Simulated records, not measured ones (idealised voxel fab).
Process module heading - voxel fin reveal
Cross-section cut: width 220 nm, square cells of 5 nm.
Notation: cross-section as square-cell grid; stated in bands, top first, going down; one or more cell rows per band.
Band entry format. Leading values: height of top, height of bottom, nm. Remainder: materials in left-to-right order, each with its width in nm. Special words: "everywhere" on a single material, which then fills the band edge to edge; "blank", empty space.
It should be noted that heights are counted from 0, beneath which the wafer as supplied is of one material throughout, and that the lowest band possesses no lower boundary but continues downward, as written in "top 0, no bottom".
Per-row width for "30..40": begins at first number (top row of band), ends at second number (bottom row), increment between rows held constant.
The cross-section has no changed cell in any step marked "no change occurred".
"Unvented cavities": empty spaces of 8 cells or more with no open way to the top, each given as width x height at distance, distance from the left edge, all in nm.
Whatever follows a step's settings on its line is a remark the simulator itself makes about that step.
A step's line can hold "overlay nm"; with a mask on that step, the setting says how far right of the planned place the mask lay, while a negative setting says it lay to the left.
# So here's the lineup of process steps we planned
1,RECEIVE with material Si
2,CONFORMAL_DEP with material SiN, thk nm 10
3,MASKED_ETCH with tone cover, mask id FINS, width nm 15, pitch nm 40, etch materials SiN, depth nm 10, overlay nm 0
4,MASKED_ETCH with tone cover, mask id FINS, width nm 15, pitch nm 40, etch materials Si, depth nm 40, overlay nm 0
5,OXIDIZE with depth nm 5
6,FILL_DEP with material SiO2, thk nm 5
7,CMP with height nm 10
8,SELECTIVE_ETCH with etch materials SiO2, depth nm 40
9,STRIP with etch materials SiN
# As received (post step 1): cross-section
    top 0, no bottom  Si everywhere
    Unvented cavities: none
# Sectioned view, first of two wafers, at the close of the module, processed as intended in the plan
    top 0, bottom -30  45 blank  5 Si  35 blank  5 Si  35 blank  5 Si  35 blank  5 Si  50 blank
    top -30, bottom -45  45 SiO2  5 Si  35 SiO2  5 Si  35 SiO2  5 Si  35 SiO2  5 Si  50 SiO2
    top -45, no bottom  Si everywhere
    Unvented cavities: none
# Second wafer of the two, sectioned at the end of the module. It began like the first and followed the same plan, but one mistake was made while running it
    top 0, bottom -30  45 blank  5 Si  35 blank  5 Si  35 blank  5 Si  35 blank  5 Si  50 blank
    top -30, bottom -40  45 blank  5 Si  35 blank  5 Si  35 blank  5 Si  35 blank  5 Si  45 blank  5 SiO2
    top -40, bottom -45  45 SiO2  5 Si  35 SiO2  5 Si  35 SiO2  5 Si  35 SiO2  5 Si  50 SiO2
    top -45, no bottom  Si everywhere
    Unvented cavities: none
What was done differently from what was planned? steps 8 and 9: order swapped relative to plan
Per the end-of-run cell counts, the second wafer holds more or fewer of some materials than the first: SiO2 -78
